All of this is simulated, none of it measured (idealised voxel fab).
process module | voxel self aligned vias
cross-section cut | 250 nm wide | cells 5 nm
A cross-section is a grid of square cells, given in bands from the top down. A band is one or more rows of cells.
Each band's line starts with the height of the band's top and of its bottom, in nm. Then come its materials from left to right, each with its width in nm. One material with "throughout" fills the band from edge to edge. "air" is empty space.
Height 0 is the level under which the wafer as received is all one material. The lowest band goes on downwards, as in "0 down".
A width such as "30 to 40" changes by the same amount from each row of cells to the next, from the band's top row to its bottom row.
"no change" after a step means that no cell of the cross-section changed.
closed voids: empty space of 8 cells or more with no open way to the top, each as width x height at its distance from the left edge, in nm
after a step's settings: what the simulator itself notes on the step
overlay nm, on a step with a mask: how far to the right of its planned place the mask lay; to the left if negative
plan
1 op RECEIVE | material Si
2 op CONFORMAL_DEP | material SiO2 | thk nm 10
3 op CONFORMAL_DEP | material SiCN | thk nm 5
4 op DIRECTIONAL_DEP | material lowk | thk nm 25
5 op PATTERN | tone open | mask id LINES | material resist | width nm 30 | pitch nm 65 | thk nm 15 | overlay nm 0
6 op DIRECTIONAL_ETCH | etch materials lowk | depth nm 25
7 op STRIP | etch materials resist
8 op CONFORMAL_DEP | material TiN | thk nm 5
9 op FILL_DEP | material Ru | thk nm 10
10 op CMP | height nm 40
11 op SELECTIVE_ETCH | etch materials W Ru TiN | depth nm 10
12 op FILL_DEP | material SiN | thk nm 10
13 op CMP | height nm 40
14 op DIRECTIONAL_DEP | material lowk | thk nm 15
15 op PATTERN | tone open | mask id VIAS | material resist | width nm 50 | pitch nm 65 | thk nm 20 | overlay nm 0
16 op DIRECTIONAL_ETCH | etch materials lowk | depth nm 15
17 op DIRECTIONAL_ETCH | etch materials SiN | depth nm 10
18 op STRIP | etch materials resist
19 op CONFORMAL_DEP | material TiN | thk nm 5
20 op FILL_DEP | material W | thk nm 5
21 op CMP | height nm 55
22 op CONFORMAL_DEP | material SiN | thk nm 5
as received, after step 1
  0 down: Si throughout
  closed voids: none
first wafer at the end, as planned
  60 to 55: SiN throughout
  55 to 45: lowk 35 | TiN 5 | W 40 | TiN 5 | lowk 15 | TiN 5 | W 40 | TiN 5 | lowk 15 | TiN 5 | W 40 | TiN 5 | lowk 35
  45 to 35: lowk 35 to 45 | TiN 15 to 5 | W 20 | TiN 15 to 5 | lowk 15 to 35 | TiN 15 to 5 | W 20 | TiN 15 to 5 | lowk 15 to 35 | TiN 15 to 5 | W 20 | TiN 15 to 5 | lowk 35 to 45
  35 to 30: lowk 45 | TiN 30 | lowk 35 | TiN 30 | lowk 35 | TiN 30 | lowk 45
  30 to 20: lowk 45 | TiN 5 | Ru 20 | TiN 5 | lowk 35 | TiN 5 | Ru 20 | TiN 5 | lowk 35 | TiN 5 | Ru 20 | TiN 5 | lowk 45
  20 to 15: lowk 45 | TiN 30 | lowk 35 | TiN 30 | lowk 35 | TiN 30 | lowk 45
  15 to 10: SiCN throughout
  10 to 0: SiO2 throughout
  0 down: Si throughout
  closed voids: none
second wafer at the end: like start, like plan, one mistake
  60 to 55: SiN throughout
  55 to 45: lowk 35 | TiN 5 | W 40 | TiN 5 | lowk 15 | TiN 5 | W 40 | TiN 5 | lowk 15 | TiN 5 | W 40 | TiN 5 | lowk 35
  45 to 35: lowk 35 | TiN 5 | W 20 | TiN 25 to 5 | lowk 15 to 35 | TiN 5 | W 20 | TiN 25 to 5 | lowk 15 to 35 | TiN 5 | W 20 | TiN 25 to 5 | lowk 35 to 55
  35 to 30: lowk 35 | TiN 30 | lowk 35 | TiN 30 | lowk 35 | TiN 30 | lowk 55
  30 to 20: lowk 35 | TiN 5 | Ru 20 | TiN 5 | lowk 35 | TiN 5 | Ru 20 | TiN 5 | lowk 35 | TiN 5 | Ru 20 | TiN 5 | lowk 55
  20 to 15: lowk 35 | TiN 30 | lowk 35 | TiN 30 | lowk 35 | TiN 30 | lowk 55
  15 to 10: SiCN throughout
  10 to 0: SiO2 throughout
  0 down: Si throughout
  closed voids: none
what went wrong: step 5 ran as: op PATTERN | tone open | mask id LINES | material resist | width nm 30 | pitch nm 65 | thk nm 15 | overlay nm -10
at the end the second wafer has, in cells: as many of each material as the first, in other places
